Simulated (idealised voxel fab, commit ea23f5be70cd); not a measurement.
Module name: voxel quadruple lines (process module)
Cross-sectional view cut (width: 290 nm; square cell size: 5 nm).
If you're reading a cross-section in this doc, picture square cells in a grid; it comes to you as bands, top ones listed first down to the bottom, and a band can be one or more rows of cells.
Within each band entry, the heights of the top and of the bottom of the band appear first, in that order and in nm; the materials of the band then follow from left to right, each with its corresponding width in nm. The designation "all across" on a single material indicates that it fills the band from edge to edge; the designation "blank" indicates empty space.
Height datum 0, below which the as-received substrate wafer is one material. Lowest band open at the bottom, running downward: "0 down".
Width: "30..40" (first number = top row, second number = bottom row, same change from row to row of cells).
When a step is marked "stayed the same", none of the cells in the cross-section changed during that step.
The entry "Sealed cavities" lists the empty spaces that cover at least 8 cells and have no open path to the top. Each is written as width x height at distance, where the distance is measured from the left edge and all three values are in nm.
Step line, after settings: the simulator's comment on this step.
overlay nm: mask offset rightward from planned place, masked step; negative means leftward offset.
Set out below are the planned steps of the process:
| 1 | RECEIVE: material Si |
| 2 | CONFORMAL_DEP: material SiO2, thk nm 10 |
| 3 | DIRECTIONAL_DEP: material W, thk nm 10 |
| 4 | DIRECTIONAL_DEP: material polySi, thk nm 15 |
| 5 | DIRECTIONAL_DEP: material aC, thk nm 25 |
| 6 | PATTERN: tone cover, mask id MANDREL, material resist, width nm 30, thk nm 30, overlay nm 0 |
| 7 | DIRECTIONAL_ETCH: etch materials aC, depth nm 25 |
| 8 | STRIP: etch materials resist |
| 9 | CONFORMAL_DEP: material SiO2, thk nm 10 |
| 10 | DIRECTIONAL_ETCH: etch materials SiO2, depth nm 10 |
| 11 | STRIP: etch materials aC |
| 12 | DIRECTIONAL_ETCH: etch materials polySi, depth nm 15 |
| 13 | STRIP: etch materials SiO2 |
| 14 | CONFORMAL_DEP: material SiCN, thk nm 10 |
| 15 | DIRECTIONAL_ETCH: etch materials SiCN, depth nm 10 |
| 16 | STRIP: etch materials polySi |
| 17 | DIRECTIONAL_ETCH: etch materials W, depth nm 10 |
| 18 | STRIP: etch materials SiCN |
This is the cross-section of the wafer as we received it, i.e. after step 1:
	0 down  Si all across
	Sealed cavities: none
The following cross-section depicts the wafer upon conclusion of the module. Processing commenced from the starting condition illustrated above and adhered to the plan illustrated above, save for one mistake in execution:
	15 to 10  blank 110; W 10; blank 10; W 10; blank 10; W 10; blank 10; W 10; blank 110
	10 to 0  SiO2 all across
	0 down  Si all across
	Sealed cavities: none
Deviation noted in wafer processing: step 3 was processed under conditions differing from the plan, specifically as DIRECTIONAL_DEP: material W, thk nm 5
